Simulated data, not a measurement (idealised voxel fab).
You're looking at the process module voxel self aligned contacts.
215 nm wide, 5 nm square cells: that's cross-section cut.
If you're reading a cross-section in this doc, picture square cells in a grid; it comes to you as bands, top ones listed first down to the bottom, and a band can be one or more rows of cells.
Quick guide to a band line: top height, bottom height (nm) up front; then every material left to right with its width in nm. Only one material and it's marked "throughout"? Then it fills the band edge to edge. And "empty" just means empty space.
Measure heights from 0. That's the level where, below it, the as-received wafer is all one material. The lowest band is bottomless and extends downward; write it as in "0..down".
The width entry "30->40" should be interpreted row by row: the top row of cells in the band takes the first number, the bottom row takes the second number, and the change between adjacent rows is uniform throughout.
When a step is marked "no modification", none of the cells in the cross-section changed during that step.
"Unvented voids" lists enclosed empty spaces (at least 8 cells, no open path upward to the top), each as width x height at distance from the left edge, in nm.
What comes after the settings on a step's line is commentary from the simulator itself on that step.
What "overlay nm" on a step's line means: if the step has a mask, that mask lay this far to the right of its planned place, or, when the value is negative, to the left.

Here's what the planned process steps look like
| 1 | RECEIVE: material Si |
| 2 | CONFORMAL_DEP: material SiO2, thk nm 5 |
| 3 | DIRECTIONAL_DEP: material polySi, thk nm 20 |
| 4 | DIRECTIONAL_DEP: material SiN, thk nm 25 |
| 5 | PATTERN: tone cover, mask id GATE, material resist, width nm 35, pitch nm 75, thk nm 15, overlay nm 0 |
| 6 | DIRECTIONAL_ETCH: etch materials SiN, depth nm 25 |
| 7 | DIRECTIONAL_ETCH: etch materials polySi, depth nm 20 |
| 8 | STRIP: etch materials resist |
| 9 | CONFORMAL_DEP: material SiN, thk nm 10 |
| 10 | DIRECTIONAL_ETCH: etch materials SiN, depth nm 10 |
| 11 | FILL_DEP: material SiO2, thk nm 20 |
| 12 | CMP: height nm 60 |
| 13 | DIRECTIONAL_DEP: material aC, thk nm 10 |
| 14 | PATTERN: tone open, mask id CONTACT, material resist, width nm 50, pitch nm 75, thk nm 25, overlay nm 0 |
| 15 | DIRECTIONAL_ETCH: etch materials aC, depth nm 10 |
| 16 | STRIP: etch materials resist |
| 17 | DIRECTIONAL_ETCH: etch materials SiO2, depth nm 60 |
| 18 | STRIP: etch materials aC |
| 19 | CONFORMAL_DEP: material TiN, thk nm 5 |
| 20 | FILL_DEP: material Ru, thk nm 10 |
| 21 | CMP: height nm 60 |
| 22 | CONFORMAL_DEP: material SiCN, thk nm 5 |

Of two wafers, the first: run according to plan

Wafer at receipt (post step 1), cross-section
    0..down: Si throughout
    Unvented voids: none

Cross-sectional representation of the wafer at the conclusion of step 2
    5..0: SiO2 throughout
    All layers under 0 are left as they were.

Cross-sectional representation of the wafer at the conclusion of step 3
    25..5: polySi throughout
    All layers under 5 are left as they were.

Cross-sectional representation of the wafer at the conclusion of step 4
    50..25: SiN throughout
    All layers under 25 are left as they were.

Cross-sectional representation of the wafer at the conclusion of step 5
    65..50: 15 empty; 35 resist; 40 empty; 35 resist; 40 empty; 35 resist; 15 empty
    All layers under 50 are left as they were.

Cross-sectional representation of the wafer at the conclusion of step 6
    65..50: 15 empty; 35 resist; 40 empty; 35 resist; 40 empty; 35 resist; 15 empty
    50..25: 15 empty; 35 SiN; 40 empty; 35 SiN; 40 empty; 35 SiN; 15 empty
    All layers under 25 are left as they were.

Cross-sectional representation of the wafer at the conclusion of step 7
    65..50: 15 empty; 35 resist; 40 empty; 35 resist; 40 empty; 35 resist; 15 empty
    50..25: 15 empty; 35 SiN; 40 empty; 35 SiN; 40 empty; 35 SiN; 15 empty
    25..5: 15 empty; 35 polySi; 40 empty; 35 polySi; 40 empty; 35 polySi; 15 empty
    All layers under 5 are left as they were.

Cross-sectional representation of the wafer at the conclusion of step 8
    50..25: 15 empty; 35 SiN; 40 empty; 35 SiN; 40 empty; 35 SiN; 15 empty
    All layers under 25 are left as they were.

Cross-sectional representation of the wafer at the conclusion of step 9
    60..25: 5 empty; 55 SiN; 20 empty; 55 SiN; 20 empty; 55 SiN; 5 empty
    25..15: 5 empty; 10 SiN; 35 polySi; 10 SiN; 20 empty; 10 SiN; 35 polySi; 10 SiN; 20 empty; 10 SiN; 35 polySi; 10 SiN; 5 empty
    15..5: 15 SiN; 35 polySi; 40 SiN; 35 polySi; 40 SiN; 35 polySi; 15 SiN
    All layers under 5 are left as they were.

Cross-sectional representation of the wafer at the conclusion of step 10
    50..25: 5 empty; 55 SiN; 20 empty; 55 SiN; 20 empty; 55 SiN; 5 empty
    25..5: 5 empty; 10 SiN; 35 polySi; 10 SiN; 20 empty; 10 SiN; 35 polySi; 10 SiN; 20 empty; 10 SiN; 35 polySi; 10 SiN; 5 empty
    All layers under 5 are left as they were.

Cross-sectional representation of the wafer at the conclusion of step 11
    70..50: SiO2 throughout
    50..25: 5 SiO2; 55 SiN; 20 SiO2; 55 SiN; 20 SiO2; 55 SiN; 5 SiO2
    25..5: 5 SiO2; 10 SiN; 35 polySi; 10 SiN; 20 SiO2; 10 SiN; 35 polySi; 10 SiN; 20 SiO2; 10 SiN; 35 polySi; 10 SiN; 5 SiO2
    All layers under 5 are left as they were.

Cross-sectional representation of the wafer at the conclusion of step 12
    60..50: SiO2 throughout
    All layers under 50 are left as they were.

Cross-sectional representation of the wafer at the conclusion of step 13
    70..60: aC throughout
    All layers under 60 are left as they were.

Cross-sectional representation of the wafer at the conclusion of step 14
    95..70: 45 resist; 50 empty; 25 resist; 50 empty; 45 resist
    All layers under 70 are left as they were.

Cross-sectional representation of the wafer at the conclusion of step 15
    85..70: 45 resist; 50 empty; 25 resist; 50 empty; 45 resist
    70..60: 45 aC; 50 empty; 25 aC; 50 empty; 45 aC
    All layers under 60 are left as they were.

Cross-sectional representation of the wafer at the conclusion of step 16
    70..60: 45 aC; 50 empty; 25 aC; 50 empty; 45 aC
    All layers under 60 are left as they were.

Cross-sectional representation of the wafer at the conclusion of step 17
    70..60: 45 aC; 50 empty; 25 aC; 50 empty; 45 aC
    60..50: 45 SiO2; 50 empty; 25 SiO2; 50 empty; 45 SiO2
    50..25: 5 SiO2; 55 SiN; 20 empty; 55 SiN; 20 empty; 55 SiN; 5 SiO2
    25..5: 5 SiO2; 10 SiN; 35 polySi; 10 SiN; 20 empty; 10 SiN; 35 polySi; 10 SiN; 20 empty; 10 SiN; 35 polySi; 10 SiN; 5 SiO2
    5..0: 60 SiO2; 20 empty; 55 SiO2; 20 empty; 60 SiO2
    All layers under 0 are left as they were.

Cross-sectional representation of the wafer at the conclusion of step 18
    60..50: 45 SiO2; 50 empty; 25 SiO2; 50 empty; 45 SiO2
    All layers under 50 are left as they were.

Cross-sectional representation of the wafer at the conclusion of step 19
    65..60: 50 TiN; 40 empty; 35 TiN; 40 empty; 50 TiN
    60..50: 45 SiO2; 5->20 TiN; 40->10 empty; 5->20 TiN; 25 SiO2; 5->20 TiN; 40->10 empty; 5->20 TiN; 45 SiO2
    50..25: 5 SiO2; 55 SiN; 5 TiN; 10 empty; 5 TiN; 55 SiN; 5 TiN; 10 empty; 5 TiN; 55 SiN; 5 SiO2
    25..5: 5 SiO2; 10 SiN; 35 polySi; 10 SiN; 5 TiN; 10 empty; 5 TiN; 10 SiN; 35 polySi; 10 SiN; 5 TiN; 10 empty; 5 TiN; 10 SiN; 35 polySi; 10 SiN; 5 SiO2
    5..0: 60 SiO2; 20 TiN; 55 SiO2; 20 TiN; 60 SiO2
    All layers under 0 are left as they were.

Cross-sectional representation of the wafer at the conclusion of step 20
    75..65: Ru throughout
    65..60: 50 TiN; 40 Ru; 35 TiN; 40 Ru; 50 TiN
    60..50: 45 SiO2; 5->20 TiN; 40->10 Ru; 5->20 TiN; 25 SiO2; 5->20 TiN; 40->10 Ru; 5->20 TiN; 45 SiO2
    50..25: 5 SiO2; 55 SiN; 5 TiN; 10 Ru; 5 TiN; 55 SiN; 5 TiN; 10 Ru; 5 TiN; 55 SiN; 5 SiO2
    25..5: 5 SiO2; 10 SiN; 35 polySi; 10 SiN; 5 TiN; 10 Ru; 5 TiN; 10 SiN; 35 polySi; 10 SiN; 5 TiN; 10 Ru; 5 TiN; 10 SiN; 35 polySi; 10 SiN; 5 SiO2
    All layers under 5 are left as they were.

Cross-sectional representation of the wafer at the conclusion of step 21
    60..50: 45 SiO2; 5->20 TiN; 40->10 Ru; 5->20 TiN; 25 SiO2; 5->20 TiN; 40->10 Ru; 5->20 TiN; 45 SiO2
    All layers under 50 are left as they were.

Cross-sectional representation of the wafer at the conclusion of step 22
    65..60: SiCN throughout
    All layers under 60 are left as they were.

Second wafer, same starting state and plan as the first, one mistake in the run, identical through step 8

Second wafer shown in cross-section at the time step 9 was slated to end: no modification

Second wafer shown in cross-section at the time step 10 was slated to end
    40..25: 15 empty; 35 SiN; 40 empty; 35 SiN; 40 empty; 35 SiN; 15 empty
    All layers under 25 are left as they were.

Second wafer shown in cross-section at the time step 11 was slated to end
    60..40: SiO2 throughout
    40..25: 15 SiO2; 35 SiN; 40 SiO2; 35 SiN; 40 SiO2; 35 SiN; 15 SiO2
    25..5: 15 SiO2; 35 polySi; 40 SiO2; 35 polySi; 40 SiO2; 35 polySi; 15 SiO2
    All layers under 5 are left as they were.

Second wafer shown in cross-section at the time step 12 was slated to end: no modification

Second wafer shown in cross-section at the time step 13 was slated to end
    70..60: aC throughout
    All layers under 60 are left as they were.

Second wafer shown in cross-section at the time step 14 was slated to end
    95..70: 45 resist; 50 empty; 25 resist; 50 empty; 45 resist
    All layers under 70 are left as they were.

Second wafer shown in cross-section at the time step 15 was slated to end
    85..70: 45 resist; 50 empty; 25 resist; 50 empty; 45 resist
    70..60: 45 aC; 50 empty; 25 aC; 50 empty; 45 aC
    All layers under 60 are left as they were.

Second wafer shown in cross-section at the time step 16 was slated to end
    70..60: 45 aC; 50 empty; 25 aC; 50 empty; 45 aC
    All layers under 60 are left as they were.

Second wafer shown in cross-section at the time step 17 was slated to end
    70..60: 45 aC; 50 empty; 25 aC; 50 empty; 45 aC
    60..40: 45 SiO2; 50 empty; 25 SiO2; 50 empty; 45 SiO2
    40..25: 15 SiO2; 35 SiN; 40 empty; 35 SiN; 40 empty; 35 SiN; 15 SiO2
    25..5: 15 SiO2; 35 polySi; 40 empty; 35 polySi; 40 empty; 35 polySi; 15 SiO2
    5..0: 50 SiO2; 40 empty; 35 SiO2; 40 empty; 50 SiO2
    All layers under 0 are left as they were.

Second wafer shown in cross-section at the time step 18 was slated to end
    60..40: 45 SiO2; 50 empty; 25 SiO2; 50 empty; 45 SiO2
    All layers under 40 are left as they were.

Second wafer shown in cross-section at the time step 19 was slated to end
    65..60: 50 TiN; 40 empty; 35 TiN; 40 empty; 50 TiN
    60..45: 45 SiO2; 5 TiN; 40 empty; 5 TiN; 25 SiO2; 5 TiN; 40 empty; 5 TiN; 45 SiO2
    45..40: 45 SiO2; 10 TiN; 30 empty; 10 TiN; 25 SiO2; 10 TiN; 30 empty; 10 TiN; 45 SiO2
    40..25: 15 SiO2; 35 SiN; 5 TiN; 30 empty; 5 TiN; 35 SiN; 5 TiN; 30 empty; 5 TiN; 35 SiN; 15 SiO2
    25..5: 15 SiO2; 35 polySi; 5 TiN; 30 empty; 5 TiN; 35 polySi; 5 TiN; 30 empty; 5 TiN; 35 polySi; 15 SiO2
    5..0: 50 SiO2; 40 TiN; 35 SiO2; 40 TiN; 50 SiO2
    All layers under 0 are left as they were.

Second wafer shown in cross-section at the time step 20 was slated to end
    75..65: Ru throughout
    65..60: 50 TiN; 40 Ru; 35 TiN; 40 Ru; 50 TiN
    60..45: 45 SiO2; 5 TiN; 40 Ru; 5 TiN; 25 SiO2; 5 TiN; 40 Ru; 5 TiN; 45 SiO2
    45..40: 45 SiO2; 10 TiN; 30 Ru; 10 TiN; 25 SiO2; 10 TiN; 30 Ru; 10 TiN; 45 SiO2
    40..25: 15 SiO2; 35 SiN; 5 TiN; 30 Ru; 5 TiN; 35 SiN; 5 TiN; 30 Ru; 5 TiN; 35 SiN; 15 SiO2
    25..5: 15 SiO2; 35 polySi; 5 TiN; 30 Ru; 5 TiN; 35 polySi; 5 TiN; 30 Ru; 5 TiN; 35 polySi; 15 SiO2
    All layers under 5 are left as they were.

Second wafer shown in cross-section at the time step 21 was slated to end
    60..45: 45 SiO2; 5 TiN; 40 Ru; 5 TiN; 25 SiO2; 5 TiN; 40 Ru; 5 TiN; 45 SiO2
    All layers under 45 are left as they were.

Second wafer shown in cross-section at the time step 22 was slated to end
    65..60: SiCN throughout
    All layers under 60 are left as they were.
So what did we get wrong on this run? no execution of plan step 9; skipped
Final cells, second wafer relative to first, materials higher or lower: 88 more of Ru | 150 fewer of SiN | 62 more of SiO2
